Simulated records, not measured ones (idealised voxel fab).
A process module follows: voxel ribs on slabs.
The width of the displayed cross-section, cut, is 275 nm; its cells are square, with a size of 5 nm.
The cross-sections in this document take the form of a grid made of square cells. They are written out as bands, in order from top to bottom. Each band consists of one or more rows of cells.
What a band's entry tells you: where the top is and where the bottom is, as heights in nm, and after that what lies inside, material by material from left to right, each with its width in nm. Empty space is written as the word "air", and a single material marked with the word "edge to edge" occupies the band from edge to edge.
Where do heights start? At 0: under that level the wafer as delivered is made of one material only. And the lowest band has no floor; it just carries on downward, as in "0 down".
With a width like "30..40", each row of cells in the band differs from the next by the same amount, the top row carrying the first number and the bottom row the second.
You'll sometimes find "no alterations made" written for a step, and that's the way of saying that nowhere in the cross-section did a cell change during that step.
The entry titled "Closed cavity list" provides the empty spaces that have no open way to the top, restricted to those of 8 cells or more. Each is presented as width x height at distance, the distance being measured from the left edge, with all three in nm.
Read whatever lies past the settings on a step's line as the simulator's own remark about the step.
Each step line may optionally specify "overlay nm", which for a step with a mask gives the rightward distance between the mask's planned place and where it lay, a negative value indicating the leftward direction.

PLAN
step 1: RECEIVE [material Si]
step 2: DIRECTIONAL_DEP [material SiO2] [thk nm 30]
step 3: DIRECTIONAL_DEP [material polySi] [thk nm 25]
step 4: MASKED_ETCH [tone cover] [mask id RIB] [width nm 20] [etch materials polySi] [depth nm 5] [overlay nm 0]
step 5: MASKED_ETCH [tone cover] [mask id SLAB] [width nm 80] [etch materials polySi] [depth nm 20] [overlay nm 0]
step 6: FILL_DEP [material SiO2] [thk nm 20]
step 7: CMP [height nm 70]
step 8: DIRECTIONAL_DEP [material TiN] [thk nm 10]
step 9: MASKED_ETCH [tone cover] [mask id HEATER] [width nm 30] [etch materials TiN] [depth nm 10] [overlay nm 0]
step 10: CONFORMAL_DEP [material SiN] [thk nm 10]

AS-RECEIVED STATE OF THE WAFER IN CROSS-SECTION, EQUIVALENT TO POST-STEP 1
  0 down: Si edge to edge
  Closed cavity list: none

THE MODULE WAS RUN FROM THE START SHOWN ABOVE USING THE PLAN SHOWN ABOVE, BUT ONE MISTAKE WAS MADE DOING IT; THE RESULTING WAFER CROSS-SECTION IS BELOW
  90 to 80: air (110), SiN (50), air (115)
  80 to 70: SiN (120), TiN (30), SiN (125)
  70 to 55: SiO2 edge to edge
  55 to 50: SiO2 (95), polySi (30), SiO2 (20), polySi (30), SiO2 (100)
  50 to 35: SiO2 (95), polySi (80), SiO2 (100)
  35 to 30: polySi edge to edge
  30 to 0: SiO2 edge to edge
  0 down: Si edge to edge
  Closed cavity list: none
Against the plan, the run slipped here: step 4 went in with a setting other than planned; the actual run was MASKED_ETCH [tone open] [mask id RIB] [width nm 20] [etch materials polySi] [depth nm 5] [overlay nm 0]
